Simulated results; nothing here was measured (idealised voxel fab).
process module | voxel ribs on slabs
cross-section cut | 150 nm wide | cells 5 nm
A cross-section is a grid of square cells, given in bands from the top down. A band is one or more rows of cells.
Each band's line starts with the height of the band's top and of its bottom, in nm. Then come its materials from left to right, each with its width in nm. One material with "throughout" fills the band from edge to edge. "air" is empty space.
Height 0 is the level under which the wafer as received is all one material. The lowest band goes on downwards, as in "0 down".
A width such as "30 to 40" changes by the same amount from each row of cells to the next, from the band's top row to its bottom row.
"no change" after a step means that no cell of the cross-section changed.
closed voids: empty space of 8 cells or more with no open way to the top, each as width x height at its distance from the left edge, in nm
after a step's settings: what the simulator itself notes on the step
overlay nm, on a step with a mask: how far to the right of its planned place the mask lay; to the left if negative
plan
1 op RECEIVE | material Si
2 op DIRECTIONAL_DEP | material SiO2 | thk nm 30
3 op DIRECTIONAL_DEP | material polySi | thk nm 20
4 op DIRECTIONAL_DEP | material aC | thk nm 15
5 op PATTERN | tone cover | mask id RIB | material resist | width nm 30 | thk nm 30 | overlay nm 0
6 op DIRECTIONAL_ETCH | etch materials aC | depth nm 15
7 op STRIP | etch materials resist
8 op DIRECTIONAL_ETCH | etch materials polySi | depth nm 15
9 op STRIP | etch materials aC
10 op DIRECTIONAL_DEP | material aC | thk nm 10
11 op PATTERN | tone cover | mask id SLAB | material resist | width nm 90 | thk nm 25 | overlay nm 0
12 op DIRECTIONAL_ETCH | etch materials aC | depth nm 10
13 op STRIP | etch materials resist
14 op DIRECTIONAL_ETCH | etch materials polySi | depth nm 5
15 op STRIP | etch materials aC
16 op FILL_DEP | material SiO2 | thk nm 25
17 op CMP | height nm 65
18 op DIRECTIONAL_DEP | material W | thk nm 5
19 op PATTERN | tone cover | mask id HEATER | material resist | width nm 40 | thk nm 15 | overlay nm 0
20 op DIRECTIONAL_ETCH | etch materials W | depth nm 5
21 op STRIP | etch materials resist
22 op CONFORMAL_DEP | material SiN | thk nm 10
first wafer, as planned
as received, after step 1
  0 down: Si throughout
  closed voids: none
after step 2
  30 to 0: SiO2 throughout
  below 0: unchanged
after step 3
  50 to 30: polySi throughout
  below 30: unchanged
after step 4
  65 to 50: aC throughout
  below 50: unchanged
after step 5
  95 to 65: air 60 | resist 30 | air 60
  below 65: unchanged
after step 6
  80 to 65: air 60 | resist 30 | air 60
  65 to 50: air 60 | aC 30 | air 60
  below 50: unchanged
after step 7
  65 to 50: air 60 | aC 30 | air 60
  below 50: unchanged
after step 8
  65 to 50: air 60 | aC 30 | air 60
  50 to 35: air 60 | polySi 30 | air 60
  below 35: unchanged
after step 9
  50 to 35: air 60 | polySi 30 | air 60
  below 35: unchanged
after step 10
  60 to 50: air 60 | aC 30 | air 60
  50 to 45: air 60 | polySi 30 | air 60
  45 to 35: aC 60 | polySi 30 | aC 60
  below 35: unchanged
after step 11
  85 to 60: air 30 | resist 90 | air 30
  60 to 50: air 30 | resist 30 | aC 30 | resist 30 | air 30
  50 to 45: air 30 | resist 30 | polySi 30 | resist 30 | air 30
  below 45: unchanged
after step 12
  75 to 60: air 30 | resist 90 | air 30
  60 to 50: air 30 | resist 30 | aC 30 | resist 30 | air 30
  50 to 45: air 30 | resist 30 | polySi 30 | resist 30 | air 30
  45 to 35: air 30 | aC 30 | polySi 30 | aC 30 | air 30
  below 35: unchanged
after step 13
  60 to 50: air 60 | aC 30 | air 60
  50 to 45: air 60 | polySi 30 | air 60
  below 45: unchanged
after step 14
  60 to 50: air 60 | aC 30 | air 60
  50 to 45: air 60 | polySi 30 | air 60
  45 to 35: air 30 | aC 30 | polySi 30 | aC 30 | air 30
  35 to 30: air 30 | polySi 90 | air 30
  below 30: unchanged
after step 15
  50 to 35: air 60 | polySi 30 | air 60
  below 35: unchanged
after step 16
  75 to 50: SiO2 throughout
  50 to 35: SiO2 60 | polySi 30 | SiO2 60
  35 to 30: SiO2 30 | polySi 90 | SiO2 30
  below 30: unchanged
after step 17
  65 to 50: SiO2 throughout
  below 50: unchanged
after step 18
  70 to 65: W throughout
  below 65: unchanged
after step 19
  85 to 70: air 55 | resist 40 | air 55
  below 70: unchanged
after step 20
  85 to 70: air 55 | resist 40 | air 55
  70 to 65: air 55 | W 40 | air 55
  below 65: unchanged
after step 21
  70 to 65: air 55 | W 40 | air 55
  below 65: unchanged
after step 22
  80 to 75: air 45 | SiN 60 | air 45
  75 to 70: SiN throughout
  70 to 65: SiN 55 | W 40 | SiN 55
  below 65: unchanged
second wafer: like start, like plan, one mistake. Through step 21 it matches the first wafer
when step 22 should have ended: no change
what went wrong: step 22 was left out
at the end the second wafer has, in cells: 64 fewer of SiN
